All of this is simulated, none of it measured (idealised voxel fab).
Proc. module: voxel spacer lines
Square cell edge 5 nm, section width 200 nm, ID cut.
The cross-sections in this document take the form of a grid made of square cells. They are written out as bands, in order from top to bottom. Each band consists of one or more rows of cells.
In this notation a band is specified by the heights of its top and bottom, in that order and in nm, after which its materials appear from left to right, each paired with its width in nm. The word "everywhere" attached to a single material means that material fills the band from edge to edge; the word "blank" stands for empty space.
Heights are expressed relative to 0, this being the level below which the as-received wafer comprises one material exclusively. The lowest band is unbounded in the downward direction and is denoted as in "top 0, no bottom".
It should be noted that a width expressed as "30->40" varies in equal increments from row to row of cells within the band, taking the value of the first number at the top row and that of the second number at the bottom row.
Key: "identical to before" - step with no changed cell in the cross-section.
Entry "Sealed void list" = empty spaces >= 8 cells with no open way to the top; each as width x height at distance, distance from left edge, all nm.
Heads up: the bit after the settings on a step's line is the simulator's remark on that step.
If you see "overlay nm" on a step's line and that step has a mask, it's telling you how far right of where it was planned the mask ended up; a negative number means it went left instead.
plan:
- 1: RECEIVE [material Si]
- 2: CONFORMAL_DEP [material Al2O3] [thk nm 5]
- 3: DIRECTIONAL_DEP [material W] [thk nm 15]
- 4: DIRECTIONAL_DEP [material polySi] [thk nm 25]
- 5: PATTERN [tone cover] [mask id MANDREL] [material resist] [width nm 20] [pitch nm 70] [thk nm 35] [overlay nm 0]
- 6: DIRECTIONAL_ETCH [etch materials polySi] [depth nm 25]
- 7: STRIP [etch materials resist]
- 8: CONFORMAL_DEP [material SiN] [thk nm 15]
- 9: DIRECTIONAL_ETCH [etch materials SiN] [depth nm 15]
- 10: STRIP [etch materials polySi]
- 11: DIRECTIONAL_ETCH [etch materials W] [depth nm 15]
- 12: STRIP [etch materials SiN]
- 13: FILL_DEP [material lowk] [thk nm 5]
- 14: CMP [height nm 20]
First wafer out of two, processed as planned:
The cross-section here shows the wafer as received, i.e. in its state after step 1:
    top 0, no bottom  Si everywhere
    Sealed void list: none
Once step 2 is through, the wafer looks like this in cross-section:
    top 5, bottom 0  Al2O3 everywhere
    At heights below 0, the structure remains unaltered.
Once step 3 is through, the wafer looks like this in cross-section:
    top 20, bottom 5  W everywhere
    At heights below 5, the structure remains unaltered.
Once step 4 is through, the wafer looks like this in cross-section:
    top 45, bottom 20  polySi everywhere
    At heights below 20, the structure remains unaltered.
Once step 5 is through, the wafer looks like this in cross-section:
    top 80, bottom 45  blank 55 nm | resist 20 nm | blank 50 nm | resist 20 nm | blank 55 nm
    At heights below 45, the structure remains unaltered.
Once step 6 is through, the wafer looks like this in cross-section:
    top 80, bottom 45  blank 55 nm | resist 20 nm | blank 50 nm | resist 20 nm | blank 55 nm
    top 45, bottom 20  blank 55 nm | polySi 20 nm | blank 50 nm | polySi 20 nm | blank 55 nm
    At heights below 20, the structure remains unaltered.
Once step 7 is through, the wafer looks like this in cross-section:
    top 45, bottom 20  blank 55 nm | polySi 20 nm | blank 50 nm | polySi 20 nm | blank 55 nm
    At heights below 20, the structure remains unaltered.
Once step 8 is through, the wafer looks like this in cross-section:
    top 60, bottom 45  blank 40 nm | SiN 50 nm | blank 20 nm | SiN 50 nm | blank 40 nm
    top 45, bottom 35  blank 40 nm | SiN 15 nm | polySi 20 nm | SiN 15 nm | blank 20 nm | SiN 15 nm | polySi 20 nm | SiN 15 nm | blank 40 nm
    top 35, bottom 20  SiN 55 nm | polySi 20 nm | SiN 50 nm | polySi 20 nm | SiN 55 nm
    At heights below 20, the structure remains unaltered.
Once step 9 is through, the wafer looks like this in cross-section:
    top 45, bottom 20  blank 40 nm | SiN 15 nm | polySi 20 nm | SiN 15 nm | blank 20 nm | SiN 15 nm | polySi 20 nm | SiN 15 nm | blank 40 nm
    At heights below 20, the structure remains unaltered.
Once step 10 is through, the wafer looks like this in cross-section:
    top 45, bottom 20  blank 40 nm | SiN 15 nm | blank 20 nm | SiN 15 nm | blank 20 nm | SiN 15 nm | blank 20 nm | SiN 15 nm | blank 40 nm
    At heights below 20, the structure remains unaltered.
Once step 11 is through, the wafer looks like this in cross-section:
    top 45, bottom 20  blank 40 nm | SiN 15 nm | blank 20 nm | SiN 15 nm | blank 20 nm | SiN 15 nm | blank 20 nm | SiN 15 nm | blank 40 nm
    top 20, bottom 5  blank 40 nm | W 15 nm | blank 20 nm | W 15 nm | blank 20 nm | W 15 nm | blank 20 nm | W 15 nm | blank 40 nm
    At heights below 5, the structure remains unaltered.
Once step 12 is through, the wafer looks like this in cross-section:
    top 20, bottom 5  blank 40 nm | W 15 nm | blank 20 nm | W 15 nm | blank 20 nm | W 15 nm | blank 20 nm | W 15 nm | blank 40 nm
    At heights below 5, the structure remains unaltered.
Once step 13 is through, the wafer looks like this in cross-section:
    top 25, bottom 20  lowk everywhere
    top 20, bottom 5  lowk 40 nm | W 15 nm | lowk 20 nm | W 15 nm | lowk 20 nm | W 15 nm | lowk 20 nm | W 15 nm | lowk 40 nm
    At heights below 5, the structure remains unaltered.
Once step 14 is through, the wafer looks like this in cross-section:
    top 20, bottom 5  lowk 40 nm | W 15 nm | lowk 20 nm | W 15 nm | lowk 20 nm | W 15 nm | lowk 20 nm | W 15 nm | lowk 40 nm
    At heights below 5, the structure remains unaltered.
Second wafer, same starting conditions and recipe as the first, one mistake in executing it, nothing differs from the first up to and including step 1:
At the planned end of step 2, the second wafer in cross-section: identical to before
At the planned end of step 3, the second wafer in cross-section:
    top 15, bottom 0  W everywhere
    At heights below 0, the structure remains unaltered.
At the planned end of step 4, the second wafer in cross-section:
    top 40, bottom 15  polySi everywhere
    At heights below 15, the structure remains unaltered.
At the planned end of step 5, the second wafer in cross-section:
    top 75, bottom 40  blank 55 nm | resist 20 nm | blank 50 nm | resist 20 nm | blank 55 nm
    At heights below 40, the structure remains unaltered.
At the planned end of step 6, the second wafer in cross-section:
    top 75, bottom 40  blank 55 nm | resist 20 nm | blank 50 nm | resist 20 nm | blank 55 nm
    top 40, bottom 15  blank 55 nm | polySi 20 nm | blank 50 nm | polySi 20 nm | blank 55 nm
    At heights below 15, the structure remains unaltered.
At the planned end of step 7, the second wafer in cross-section:
    top 40, bottom 15  blank 55 nm | polySi 20 nm | blank 50 nm | polySi 20 nm | blank 55 nm
    At heights below 15, the structure remains unaltered.
At the planned end of step 8, the second wafer in cross-section:
    top 55, bottom 40  blank 40 nm | SiN 50 nm | blank 20 nm | SiN 50 nm | blank 40 nm
    top 40, bottom 30  blank 40 nm | SiN 15 nm | polySi 20 nm | SiN 15 nm | blank 20 nm | SiN 15 nm | polySi 20 nm | SiN 15 nm | blank 40 nm
    top 30, bottom 15  SiN 55 nm | polySi 20 nm | SiN 50 nm | polySi 20 nm | SiN 55 nm
    At heights below 15, the structure remains unaltered.
At the planned end of step 9, the second wafer in cross-section:
    top 40, bottom 15  blank 40 nm | SiN 15 nm | polySi 20 nm | SiN 15 nm | blank 20 nm | SiN 15 nm | polySi 20 nm | SiN 15 nm | blank 40 nm
    At heights below 15, the structure remains unaltered.
At the planned end of step 10, the second wafer in cross-section:
    top 40, bottom 15  blank 40 nm | SiN 15 nm | blank 20 nm | SiN 15 nm | blank 20 nm | SiN 15 nm | blank 20 nm | SiN 15 nm | blank 40 nm
    At heights below 15, the structure remains unaltered.
At the planned end of step 11, the second wafer in cross-section:
    top 40, bottom 15  blank 40 nm | SiN 15 nm | blank 20 nm | SiN 15 nm | blank 20 nm | SiN 15 nm | blank 20 nm | SiN 15 nm | blank 40 nm
    top 15, bottom 0  blank 40 nm | W 15 nm | blank 20 nm | W 15 nm | blank 20 nm | W 15 nm | blank 20 nm | W 15 nm | blank 40 nm
    At heights below 0, the structure remains unaltered.
At the planned end of step 12, the second wafer in cross-section:
    top 15, bottom 0  blank 40 nm | W 15 nm | blank 20 nm | W 15 nm | blank 20 nm | W 15 nm | blank 20 nm | W 15 nm | blank 40 nm
    At heights below 0, the structure remains unaltered.
At the planned end of step 13, the second wafer in cross-section:
    top 20, bottom 15  lowk everywhere
    top 15, bottom 0  lowk 40 nm | W 15 nm | lowk 20 nm | W 15 nm | lowk 20 nm | W 15 nm | lowk 20 nm | W 15 nm | lowk 40 nm
    At heights below 0, the structure remains unaltered.
At the planned end of step 14, the second wafer in cross-section: identical to before
So what did we get wrong on this run? step 2 was left out
Per the end-of-run cell counts, the second wafer holds more or fewer of some materials than the first: 40 fewer of Al2O3 | 40 more of lowk
